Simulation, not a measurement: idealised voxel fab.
process module | voxel transistor to metal
cross-section cut | 190 nm wide | cells 5 nm
A cross-section is a grid of square cells, given in bands from the top down. A band is one or more rows of cells.
Each band's line starts with the height of the band's top and of its bottom, in nm. Then come its materials from left to right, each with its width in nm. One material with "throughout" fills the band from edge to edge. "air" is empty space.
Height 0 is the level under which the wafer as received is all one material. The lowest band goes on downwards, as in "0 down".
A width such as "30 to 40" changes by the same amount from each row of cells to the next, from the band's top row to its bottom row.
"no change" after a step means that no cell of the cross-section changed.
closed voids: empty space of 8 cells or more with no open way to the top, each as width x height at its distance from the left edge, in nm
after a step's settings: what the simulator itself notes on the step
overlay nm, on a step with a mask: how far to the right of its planned place the mask lay; to the left if negative
plan
1 op RECEIVE | material Si
2 op OXIDIZE | depth nm 5
3 op CONFORMAL_DEP | material SiN | thk nm 10
4 op MASKED_ETCH | tone cover | mask id ACTIVE | width nm 100 | etch materials SiN | depth nm 10 | overlay nm 0
5 op MASKED_ETCH | tone cover | mask id ACTIVE | width nm 100 | etch materials SiO2 | depth nm 5 | overlay nm 0
6 op MASKED_ETCH | tone cover | mask id ACTIVE | width nm 100 | etch materials Si | depth nm 35 | overlay nm 0
7 op OXIDIZE | depth nm 5
8 op FILL_DEP | material SiO2 | thk nm 15
9 op CMP | height nm 10
10 op SELECTIVE_ETCH | etch materials SiO2 | depth nm 5
11 op STRIP | etch materials SiN
12 op SELECTIVE_ETCH | etch materials SiO2 | depth nm 5
13 op OXIDIZE | depth nm 5
14 op DIRECTIONAL_DEP | material polySi | thk nm 20
15 op DIRECTIONAL_DEP | material SiCN | thk nm 10
16 op PATTERN | tone cover | mask id GATE | material resist | width nm 20 | thk nm 20 | overlay nm 0
17 op DIRECTIONAL_ETCH | etch materials SiCN | depth nm 20
18 op DIRECTIONAL_ETCH | etch materials polySi | depth nm 30
19 op STRIP | etch materials resist
20 op CONFORMAL_DEP | material SiO2 | thk nm 5
21 op DIRECTIONAL_ETCH | etch materials SiO2 | depth nm 5
22 op CONFORMAL_DEP | material SiN | thk nm 10
23 op DIRECTIONAL_ETCH | etch materials SiN | depth nm 10
24 op DIRECTIONAL_ETCH | etch materials SiO2 | depth nm 5
25 op DIRECTIONAL_ETCH | etch materials Si | depth nm 10
26 op EPI | material nSi | thk nm 15
27 op FILL_DEP | material SiO2 | thk nm 10
28 op CMP | height nm 25
29 op DIRECTIONAL_DEP | material SiO2 | thk nm 15
30 op PATTERN | tone open | mask id CONTACT | material resist | width nm 15 | pitch nm 75 | thk nm 20 | overlay nm 0
31 op DIRECTIONAL_ETCH | etch materials SiO2 | depth nm 35
32 op STRIP | etch materials resist
33 op CONFORMAL_DEP | material TiN | thk nm 5
34 op FILL_DEP | material Ru | thk nm 10
35 op CMP | height nm 40
36 op CONFORMAL_DEP | material SiCN | thk nm 5
37 op DIRECTIONAL_DEP | material lowk | thk nm 15
38 op PATTERN | tone open | mask id METAL_1 | material resist | width nm 15 | pitch nm 75 | thk nm 20 | overlay nm 0
39 op DIRECTIONAL_ETCH | etch materials lowk | depth nm 15
40 op DIRECTIONAL_ETCH | etch materials SiCN | depth nm 5
41 op STRIP | etch materials resist
42 op CONFORMAL_DEP | material TiN | thk nm 5
43 op FILL_DEP | material Ru | thk nm 5
44 op CMP | height nm 60
45 op CONFORMAL_DEP | material SiN | thk nm 5
first wafer, as planned
as received, after step 1
  0 down: Si throughout
  closed voids: none
after step 2
  0 to -5: SiO2 throughout
  below -5: unchanged
after step 3
  10 to 0: SiN throughout
  below 0: unchanged
after step 4
  10 to 0: air 45 | SiN 100 | air 45
  below 0: unchanged
after step 5
  10 to 0: air 45 | SiN 100 | air 45
  0 to -5: air 45 | SiO2 100 | air 45
  below -5: unchanged
after step 6
  10 to 0: air 45 | SiN 100 | air 45
  0 to -5: air 45 | SiO2 100 | air 45
  -5 to -40: air 45 | Si 100 | air 45
  below -40: unchanged
after step 7
  10 to 0: air 45 | SiN 100 | air 45
  0 to -5: air 45 | SiO2 100 | air 45
  -5 to -40: air 45 | SiO2 5 | Si 90 | SiO2 5 | air 45
  -40 to -45: SiO2 50 | Si 90 | SiO2 50
  below -45: unchanged
after step 8
  25 to 10: SiO2 throughout
  10 to 0: SiO2 45 | SiN 100 | SiO2 45
  0 to -5: SiO2 throughout
  -5 to -45: SiO2 50 | Si 90 | SiO2 50
  below -45: unchanged
after step 9
  10 to 0: SiO2 45 | SiN 100 | SiO2 45
  below 0: unchanged
after step 10
  10 to 5: air 45 | SiN 100 | air 45
  below 5: unchanged
after step 11
  5 to 0: SiO2 45 | air 100 | SiO2 45
  below 0: unchanged
after step 12
  0 to -5: SiO2 40 | air 110 | SiO2 40
  below -5: unchanged
after step 13
  0 to -5: SiO2 40 | air 110 | SiO2 40
  -5 to -10: SiO2 throughout
  below -10: unchanged
after step 14
  20 to 15: polySi 40 | air 110 | polySi 40
  15 to 0: polySi throughout
  0 to -5: SiO2 40 | polySi 110 | SiO2 40
  below -5: unchanged
after step 15
  30 to 25: SiCN 40 | air 110 | SiCN 40
  25 to 20: SiCN throughout
  20 to 15: polySi 40 | SiCN 110 | polySi 40
  below 15: unchanged
after step 16
  50 to 30: air 85 | resist 20 | air 85
  30 to 25: SiCN 40 | air 45 | resist 20 | air 45 | SiCN 40
  below 25: unchanged
after step 17
  50 to 25: air 85 | resist 20 | air 85
  25 to 20: air 85 | SiCN 20 | air 85
  20 to 15: polySi 40 | air 45 | SiCN 20 | air 45 | polySi 40
  below 15: unchanged
after step 18
  50 to 25: air 85 | resist 20 | air 85
  25 to 15: air 85 | SiCN 20 | air 85
  15 to 0: air 85 | polySi 20 | air 85
  0 to -5: SiO2 40 | air 45 | polySi 20 | air 45 | SiO2 40
  below -5: unchanged
after step 19
  25 to 15: air 85 | SiCN 20 | air 85
  below 15: unchanged
after step 20
  30 to 25: air 80 | SiO2 30 | air 80
  25 to 15: air 80 | SiO2 5 | SiCN 20 | SiO2 5 | air 80
  15 to 5: air 80 | SiO2 5 | polySi 20 | SiO2 5 | air 80
  5 to 0: SiO2 45 | air 35 | SiO2 5 | polySi 20 | SiO2 5 | air 35 | SiO2 45
  0 to -5: SiO2 85 | polySi 20 | SiO2 85
  below -5: unchanged
after step 21
  25 to 15: air 80 | SiO2 5 | SiCN 20 | SiO2 5 | air 80
  15 to 0: air 80 | SiO2 5 | polySi 20 | SiO2 5 | air 80
  0 to -5: SiO2 45 | air 35 | SiO2 5 | polySi 20 | SiO2 5 | air 35 | SiO2 45
  below -5: unchanged
after step 22
  35 to 25: air 70 | SiN 50 | air 70
  25 to 15: air 70 | SiN 10 | SiO2 5 | SiCN 20 | SiO2 5 | SiN 10 | air 70
  15 to 10: air 70 | SiN 10 | SiO2 5 | polySi 20 | SiO2 5 | SiN 10 | air 70
  10 to 5: SiN 55 | air 15 | SiN 10 | SiO2 5 | polySi 20 | SiO2 5 | SiN 10 | air 15 | SiN 55
  5 to 0: SiN 80 | SiO2 5 | polySi 20 | SiO2 5 | SiN 80
  0 to -5: SiO2 45 | SiN 35 | SiO2 5 | polySi 20 | SiO2 5 | SiN 35 | SiO2 45
  below -5: unchanged
after step 23
  25 to 15: air 70 | SiN 10 | SiO2 5 | SiCN 20 | SiO2 5 | SiN 10 | air 70
  15 to 0: air 70 | SiN 10 | SiO2 5 | polySi 20 | SiO2 5 | SiN 10 | air 70
  0 to -5: SiO2 45 | SiN 10 | air 15 | SiN 10 | SiO2 5 | polySi 20 | SiO2 5 | SiN 10 | air 15 | SiN 10 | SiO2 45
  below -5: unchanged
after step 24
  25 to 20: air 70 | SiN 10 | air 5 | SiCN 20 | air 5 | SiN 10 | air 70
  20 to 15: air 70 | SiN 10 | SiO2 5 | SiCN 20 | SiO2 5 | SiN 10 | air 70
  15 to 0: air 70 | SiN 10 | SiO2 5 | polySi 20 | SiO2 5 | SiN 10 | air 70
  0 to -5: air 45 | SiN 10 | air 15 | SiN 10 | SiO2 5 | polySi 20 | SiO2 5 | SiN 10 | air 15 | SiN 10 | air 45
  -5 to -10: SiO2 55 | air 15 | SiO2 50 | air 15 | SiO2 55
  below -10: unchanged
after step 25
  25 to 20: air 70 | SiN 10 | air 5 | SiCN 20 | air 5 | SiN 10 | air 70
  20 to 15: air 70 | SiN 10 | SiO2 5 | SiCN 20 | SiO2 5 | SiN 10 | air 70
  15 to 0: air 70 | SiN 10 | SiO2 5 | polySi 20 | SiO2 5 | SiN 10 | air 70
  0 to -5: air 45 | SiN 10 | air 15 | SiN 10 | SiO2 5 | polySi 20 | SiO2 5 | SiN 10 | air 15 | SiN 10 | air 45
  -5 to -10: SiO2 55 | air 15 | SiO2 50 | air 15 | SiO2 55
  -10 to -20: SiO2 50 | Si 5 | air 15 | Si 50 | air 15 | Si 5 | SiO2 50
  below -20: unchanged
after step 26
  25 to 20: air 70 | SiN 10 | air 5 | SiCN 20 | air 5 | SiN 10 | air 70
  20 to 15: air 70 | SiN 10 | SiO2 5 | SiCN 20 | SiO2 5 | SiN 10 | air 70
  15 to 5: air 70 | SiN 10 | SiO2 5 | polySi 20 | SiO2 5 | SiN 10 | air 70
  5 to 0: air 50 | nSi 20 | SiN 10 | SiO2 5 | polySi 20 | SiO2 5 | SiN 10 | nSi 20 | air 50
  0 to -5: air 45 | SiN 10 | nSi 15 | SiN 10 | SiO2 5 | polySi 20 | SiO2 5 | SiN 10 | nSi 15 | SiN 10 | air 45
  -5 to -10: SiO2 55 | nSi 15 | SiO2 50 | nSi 15 | SiO2 55
  -10 to -20: SiO2 50 | Si 5 | nSi 15 | Si 50 | nSi 15 | Si 5 | SiO2 50
  below -20: unchanged
after step 27
  35 to 25: SiO2 throughout
  25 to 15: SiO2 70 | SiN 10 | SiO2 5 | SiCN 20 | SiO2 5 | SiN 10 | SiO2 70
  15 to 5: SiO2 70 | SiN 10 | SiO2 5 | polySi 20 | SiO2 5 | SiN 10 | SiO2 70
  5 to 0: SiO2 50 | nSi 20 | SiN 10 | SiO2 5 | polySi 20 | SiO2 5 | SiN 10 | nSi 20 | SiO2 50
  0 to -5: SiO2 45 | SiN 10 | nSi 15 | SiN 10 | SiO2 5 | polySi 20 | SiO2 5 | SiN 10 | nSi 15 | SiN 10 | SiO2 45
  below -5: unchanged
after step 28
  25 to 15: SiO2 70 | SiN 10 | SiO2 5 | SiCN 20 | SiO2 5 | SiN 10 | SiO2 70
  below 15: unchanged
after step 29
  40 to 25: SiO2 throughout
  below 25: unchanged
after step 30
  60 to 40: resist 50 | air 15 | resist 60 | air 15 | resist 50
  below 40: unchanged
after step 31
  60 to 40: resist 50 | air 15 | resist 60 | air 15 | resist 50
  40 to 25: SiO2 50 | air 15 | SiO2 60 | air 15 | SiO2 50
  25 to 15: SiO2 50 | air 15 | SiO2 5 | SiN 10 | SiO2 5 | SiCN 20 | SiO2 5 | SiN 10 | SiO2 5 | air 15 | SiO2 50
  15 to 5: SiO2 50 | air 15 | SiO2 5 | SiN 10 | SiO2 5 | polySi 20 | SiO2 5 | SiN 10 | SiO2 5 | air 15 | SiO2 50
  below 5: unchanged
after step 32
  40 to 25: SiO2 50 | air 15 | SiO2 60 | air 15 | SiO2 50
  below 25: unchanged
after step 33
  45 to 40: TiN 55 | air 5 | TiN 70 | air 5 | TiN 55
  40 to 25: SiO2 50 | TiN 5 | air 5 | TiN 5 | SiO2 60 | TiN 5 | air 5 | TiN 5 | SiO2 50
  25 to 15: SiO2 50 | TiN 5 | air 5 | TiN 5 | SiO2 5 | SiN 10 | SiO2 5 | SiCN 20 | SiO2 5 | SiN 10 | SiO2 5 | TiN 5 | air 5 | TiN 5 | SiO2 50
  15 to 10: SiO2 50 | TiN 5 | air 5 | TiN 5 | SiO2 5 | SiN 10 | SiO2 5 | polySi 20 | SiO2 5 | SiN 10 | SiO2 5 | TiN 5 | air 5 | TiN 5 | SiO2 50
  10 to 5: SiO2 50 | TiN 15 | SiO2 5 | SiN 10 | SiO2 5 | polySi 20 | SiO2 5 | SiN 10 | SiO2 5 | TiN 15 | SiO2 50
  below 5: unchanged
after step 34
  55 to 45: Ru throughout
  45 to 40: TiN 55 | Ru 5 | TiN 70 | Ru 5 | TiN 55
  40 to 25: SiO2 50 | TiN 5 | Ru 5 | TiN 5 | SiO2 60 | TiN 5 | Ru 5 | TiN 5 | SiO2 50
  25 to 15: SiO2 50 | TiN 5 | Ru 5 | TiN 5 | SiO2 5 | SiN 10 | SiO2 5 | SiCN 20 | SiO2 5 | SiN 10 | SiO2 5 | TiN 5 | Ru 5 | TiN 5 | SiO2 50
  15 to 10: SiO2 50 | TiN 5 | Ru 5 | TiN 5 | SiO2 5 | SiN 10 | SiO2 5 | polySi 20 | SiO2 5 | SiN 10 | SiO2 5 | TiN 5 | Ru 5 | TiN 5 | SiO2 50
  below 10: unchanged
after step 35
  40 to 25: SiO2 50 | TiN 5 | Ru 5 | TiN 5 | SiO2 60 | TiN 5 | Ru 5 | TiN 5 | SiO2 50
  below 25: unchanged
after step 36
  45 to 40: SiCN throughout
  below 40: unchanged
after step 37
  60 to 45: lowk throughout
  below 45: unchanged
after step 38
  80 to 60: resist 50 | air 15 | resist 60 | air 15 | resist 50
  below 60: unchanged
after step 39
  80 to 60: resist 50 | air 15 | resist 60 | air 15 | resist 50
  60 to 45: lowk 50 | air 15 | lowk 60 | air 15 | lowk 50
  below 45: unchanged
after step 40
  80 to 60: resist 50 | air 15 | resist 60 | air 15 | resist 50
  60 to 45: lowk 50 | air 15 | lowk 60 | air 15 | lowk 50
  45 to 40: SiCN 50 | air 15 | SiCN 60 | air 15 | SiCN 50
  below 40: unchanged
after step 41
  60 to 45: lowk 50 | air 15 | lowk 60 | air 15 | lowk 50
  below 45: unchanged
after step 42
  65 to 60: TiN 55 | air 5 | TiN 70 | air 5 | TiN 55
  60 to 45: lowk 50 | TiN 5 | air 5 | TiN 5 | lowk 60 | TiN 5 | air 5 | TiN 5 | lowk 50
  45 to 40: SiCN 50 | TiN 15 | SiCN 60 | TiN 15 | SiCN 50
  below 40: unchanged
after step 43
  70 to 65: Ru throughout
  65 to 60: TiN 55 | Ru 5 | TiN 70 | Ru 5 | TiN 55
  60 to 45: lowk 50 | TiN 5 | Ru 5 | TiN 5 | lowk 60 | TiN 5 | Ru 5 | TiN 5 | lowk 50
  below 45: unchanged
after step 44
  60 to 45: lowk 50 | TiN 5 | Ru 5 | TiN 5 | lowk 60 | TiN 5 | Ru 5 | TiN 5 | lowk 50
  below 45: unchanged
after step 45
  65 to 60: SiN throughout
  below 60: unchanged
second wafer: like start, like plan, one mistake. Through step 25 it matches the first wafer
when step 26 should have ended
  25 to 20: air 70 | SiN 10 | air 5 | SiCN 20 | air 5 | SiN 10 | air 70
  20 to 15: air 35 | nSi 35 | SiN 10 | SiO2 5 | SiCN 20 | SiO2 5 | SiN 10 | nSi 35 | air 35
  15 to 0: air 35 | nSi 35 | SiN 10 | SiO2 5 | polySi 20 | SiO2 5 | SiN 10 | nSi 35 | air 35
  0 to -5: air 35 | nSi 10 | SiN 10 | nSi 15 | SiN 10 | SiO2 5 | polySi 20 | SiO2 5 | SiN 10 | nSi 15 | SiN 10 | nSi 10 | air 35
  -5 to -10: SiO2 55 | nSi 15 | SiO2 50 | nSi 15 | SiO2 55
  -10 to -20: SiO2 50 | Si 5 | nSi 15 | Si 50 | nSi 15 | Si 5 | SiO2 50
  below -20: unchanged
when step 27 should have ended
  35 to 25: SiO2 throughout
  25 to 20: SiO2 70 | SiN 10 | SiO2 5 | SiCN 20 | SiO2 5 | SiN 10 | SiO2 70
  20 to 15: SiO2 35 | nSi 35 | SiN 10 | SiO2 5 | SiCN 20 | SiO2 5 | SiN 10 | nSi 35 | SiO2 35
  15 to 0: SiO2 35 | nSi 35 | SiN 10 | SiO2 5 | polySi 20 | SiO2 5 | SiN 10 | nSi 35 | SiO2 35
  0 to -5: SiO2 35 | nSi 10 | SiN 10 | nSi 15 | SiN 10 | SiO2 5 | polySi 20 | SiO2 5 | SiN 10 | nSi 15 | SiN 10 | nSi 10 | SiO2 35
  below -5: unchanged
when step 28 should have ended
  25 to 20: SiO2 70 | SiN 10 | SiO2 5 | SiCN 20 | SiO2 5 | SiN 10 | SiO2 70
  below 20: unchanged
when step 29 should have ended
  40 to 25: SiO2 throughout
  below 25: unchanged
when step 30 should have ended
  60 to 40: resist 50 | air 15 | resist 60 | air 15 | resist 50
  below 40: unchanged
when step 31 should have ended
  60 to 40: resist 50 | air 15 | resist 60 | air 15 | resist 50
  40 to 25: SiO2 50 | air 15 | SiO2 60 | air 15 | SiO2 50
  25 to 20: SiO2 50 | air 15 | SiO2 5 | SiN 10 | SiO2 5 | SiCN 20 | SiO2 5 | SiN 10 | SiO2 5 | air 15 | SiO2 50
  below 20: unchanged
when step 32 should have ended
  40 to 25: SiO2 50 | air 15 | SiO2 60 | air 15 | SiO2 50
  below 25: unchanged
when step 33 should have ended
  45 to 40: TiN 55 | air 5 | TiN 70 | air 5 | TiN 55
  40 to 25: SiO2 50 | TiN 5 | air 5 | TiN 5 | SiO2 60 | TiN 5 | air 5 | TiN 5 | SiO2 50
  25 to 20: SiO2 50 | TiN 15 | SiO2 5 | SiN 10 | SiO2 5 | SiCN 20 | SiO2 5 | SiN 10 | SiO2 5 | TiN 15 | SiO2 50
  below 20: unchanged
when step 34 should have ended
  55 to 45: Ru throughout
  45 to 40: TiN 55 | Ru 5 | TiN 70 | Ru 5 | TiN 55
  40 to 25: SiO2 50 | TiN 5 | Ru 5 | TiN 5 | SiO2 60 | TiN 5 | Ru 5 | TiN 5 | SiO2 50
  below 25: unchanged
when step 35 should have ended
  40 to 25: SiO2 50 | TiN 5 | Ru 5 | TiN 5 | SiO2 60 | TiN 5 | Ru 5 | TiN 5 | SiO2 50
  below 25: unchanged
when step 36 should have ended
  45 to 40: SiCN throughout
  below 40: unchanged
when step 37 should have ended
  60 to 45: lowk throughout
  below 45: unchanged
when step 38 should have ended
  80 to 60: resist 50 | air 15 | resist 60 | air 15 | resist 50
  below 60: unchanged
when step 39 should have ended
  80 to 60: resist 50 | air 15 | resist 60 | air 15 | resist 50
  60 to 45: lowk 50 | air 15 | lowk 60 | air 15 | lowk 50
  below 45: unchanged
when step 40 should have ended
  80 to 60: resist 50 | air 15 | resist 60 | air 15 | resist 50
  60 to 45: lowk 50 | air 15 | lowk 60 | air 15 | lowk 50
  45 to 40: SiCN 50 | air 15 | SiCN 60 | air 15 | SiCN 50
  below 40: unchanged
when step 41 should have ended
  60 to 45: lowk 50 | air 15 | lowk 60 | air 15 | lowk 50
  below 45: unchanged
when step 42 should have ended
  65 to 60: TiN 55 | air 5 | TiN 70 | air 5 | TiN 55
  60 to 45: lowk 50 | TiN 5 | air 5 | TiN 5 | lowk 60 | TiN 5 | air 5 | TiN 5 | lowk 50
  45 to 40: SiCN 50 | TiN 15 | SiCN 60 | TiN 15 | SiCN 50
  below 40: unchanged
when step 43 should have ended
  70 to 65: Ru throughout
  65 to 60: TiN 55 | Ru 5 | TiN 70 | Ru 5 | TiN 55
  60 to 45: lowk 50 | TiN 5 | Ru 5 | TiN 5 | lowk 60 | TiN 5 | Ru 5 | TiN 5 | lowk 50
  below 45: unchanged
when step 44 should have ended
  60 to 45: lowk 50 | TiN 5 | Ru 5 | TiN 5 | lowk 60 | TiN 5 | Ru 5 | TiN 5 | lowk 50
  below 45: unchanged
when step 45 should have ended
  65 to 60: SiN throughout
  below 60: unchanged
what went wrong: step 26 was run twice
at the end the second wafer has, in cells: 6 fewer of Ru | 34 fewer of SiO2 | 12 fewer of TiN | 52 more of nSi
